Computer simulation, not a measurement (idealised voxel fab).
Module name: voxel gate over fins (process module)
Cross-section cut spans 160 nm and uses square cells 5 nm in size.
Cross-section format: a grid of square cells, given as bands from top to bottom; each band is one or more rows of cells.
Band entry format. Leading values: height of top, height of bottom, nm. Remainder: materials in left-to-right order, each with its width in nm. Special words: "full width" on a single material, which then fills the band edge to edge; "blank", empty space.
We count height from 0. Below that, the starting wafer is all one material. The lowest band never ends at the bottom but goes on down; see "0 and below" for how that is written.
The width entry "30->40" should be interpreted row by row: the top row of cells in the band takes the first number, the bottom row takes the second number, and the change between adjacent rows is uniform throughout.
Step marked "no alterations made"? Then no cell in the cross-section changed in it.
Empty spaces without an open route to the top, at least 8 cells in extent, make up the entry "Unvented internal voids"; each is given as width x height at distance, where the distance is measured from the left edge, and all are in nm.
The remark found on a step's line after its settings is issued by the simulator itself and pertains to that step.
overlay nm: mask right of planned place by this much (step with mask). Neg. = left.

**These are the steps we planned for the process**
step 1: RECEIVE (material Si)
step 2: CONFORMAL_DEP (material SiN; thk nm 5)
step 3: PATTERN (tone cover; mask id FINS; material resist; width nm 15; pitch nm 50; thk nm 15; overlay nm -5)
step 4: DIRECTIONAL_ETCH (etch materials SiN; depth nm 5)
step 5: DIRECTIONAL_ETCH (etch materials Si; depth nm 40)
step 6: STRIP (etch materials resist)
step 7: FILL_DEP (material SiO2; thk nm 15)
step 8: CMP (height nm 5)
step 9: DIRECTIONAL_DEP (material aC; thk nm 15)
step 10: PATTERN (tone open; mask id RAIL; material resist; width nm 15; thk nm 30; overlay nm 0)
step 11: DIRECTIONAL_ETCH (etch materials aC; depth nm 15)
step 12: STRIP (etch materials resist)
step 13: DIRECTIONAL_ETCH (etch materials SiO2; depth nm 40)
step 14: STRIP (etch materials aC)
step 15: CONFORMAL_DEP (material TiN; thk nm 5)
step 16: FILL_DEP (material Ru; thk nm 5)
step 17: CMP (height nm 5)
step 18: SELECTIVE_ETCH (etch materials W Ru TiN; depth nm 25)
step 19: FILL_DEP (material SiO2; thk nm 5)
step 20: CMP (height nm 5)
step 21: SELECTIVE_ETCH (etch materials SiO2; depth nm 15)
step 22: STRIP (etch materials SiN)
step 23: CONFORMAL_DEP (material HfO2; thk nm 5)
step 24: CONFORMAL_DEP (material TiN; thk nm 5)
step 25: CONFORMAL_DEP (material TiAl; thk nm 5)
step 26: CONFORMAL_DEP (material TiN; thk nm 5)
step 27: FILL_DEP (material W; thk nm 15)
step 28: CMP (height nm 30)
step 29: CONFORMAL_DEP (material SiCN; thk nm 10)
Split variable: overlay nm, step 3. Plan value = first wafer. Wafers start alike.

**Cross-section, first of several wafers, as delivered after step 1**
> 0 and below  Si full width
> Unvented internal voids: none

**Gained (+) or lost (-) cells of each material since receipt, then closed voids: one row per wafer, at the end of the module**
overlay nm -5; +44 HfO2; +2 Ru; -184 Si; +64 SiCN; +129 SiO2; +44 TiAl; +89 TiN; +68 W; Unvented internal voids: none
overlay nm 0; +44 HfO2; +2 Ru; -184 Si; +64 SiCN; +129 SiO2; +44 TiAl; +91 TiN; +66 W; Unvented internal voids: none
overlay nm 5; +44 HfO2; +2 Ru; -184 Si; +64 SiCN; +129 SiO2; +44 TiAl; +91 TiN; +66 W; Unvented internal voids: none
overlay nm 10; +44 HfO2; +2 Ru; -184 Si; +64 SiCN; +129 SiO2; +44 TiAl; +89 TiN; +68 W; Unvented internal voids: none
